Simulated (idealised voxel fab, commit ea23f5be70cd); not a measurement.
The process module that follows is named voxel local oxidation.
In the cross-section labelled cut, the width is 160 nm and each square cell is 5 nm.
Format of a cross-section: grid, square cells. Given as bands. Order: top down. Band: one or more rows of cells.
Read a band's entry like this: the first values are the height of its top and the height of its bottom in nm, and what follows is the sequence of materials from left to right, each with its width in nm. Note that "empty" is empty space, and that a single material marked "throughout" reaches across the band from edge to edge.
Height reference: 0 = level under which incoming wafer is all one material. Lowest band: no bottom, runs on downward, e.g. "0 nm and below".
The notation "30->40" denotes a width that varies across the rows of cells in the band, beginning at the first number in the top row, finishing at the second number in the bottom row, and changing by an identical amount from each row to the next.
Any step labelled "nothing different" changed none of the cells in the cross-section.
"Enclosed cavities": sealed empty spaces, 8 cells or more, no open way to top, listed width x height at distance, with distance from the left edge and width, height and distance in nm.
That trailing text on a step's line, after the settings, is the simulator's own remark on the step.
overlay nm: on a step with a mask, how far right of its planned place the mask lay; negative means left.

**plan**
1,RECEIVE | material Si
2,CONFORMAL_DEP | material SiO2 | thk nm 5
3,CONFORMAL_DEP | material SiN | thk nm 10
4,PATTERN | tone cover | mask id ACTIVE | material resist | width nm 95 | thk nm 15 | overlay nm 0
5,DIRECTIONAL_ETCH | etch materials SiN | depth nm 10
6,STRIP | etch materials resist
7,SELECTIVE_ETCH | etch materials SiO2 | depth nm 5
8,OXIDIZE | depth nm 5
9,STRIP | etch materials SiN
Heads up: all these wafers start the same, and what changes between them is the depth nm in step 8. The value you see in the plan is just what the first wafer got.

**Received wafers, first of several: cross-section after step 1**
  0 nm and below: Si throughout
  Enclosed cavities: none

**For your reference, the table is organized with a row per wafer; each row reflects the wafer at the end of the module, indicating for each material the cells gained (+) or lost (-) since receipt, and thereafter its closed voids**
depth nm 5, -17 Si, +34 SiO2, Enclosed cavities: none
depth nm 10, -38 Si, +55 SiO2, Enclosed cavities: none
depth nm 15, -63 Si, +80 SiO2, Enclosed cavities: none
depth nm 20, -92 Si, +109 SiO2, Enclosed cavities: none
depth nm 25, -125 Si, +142 SiO2, Enclosed cavities: none
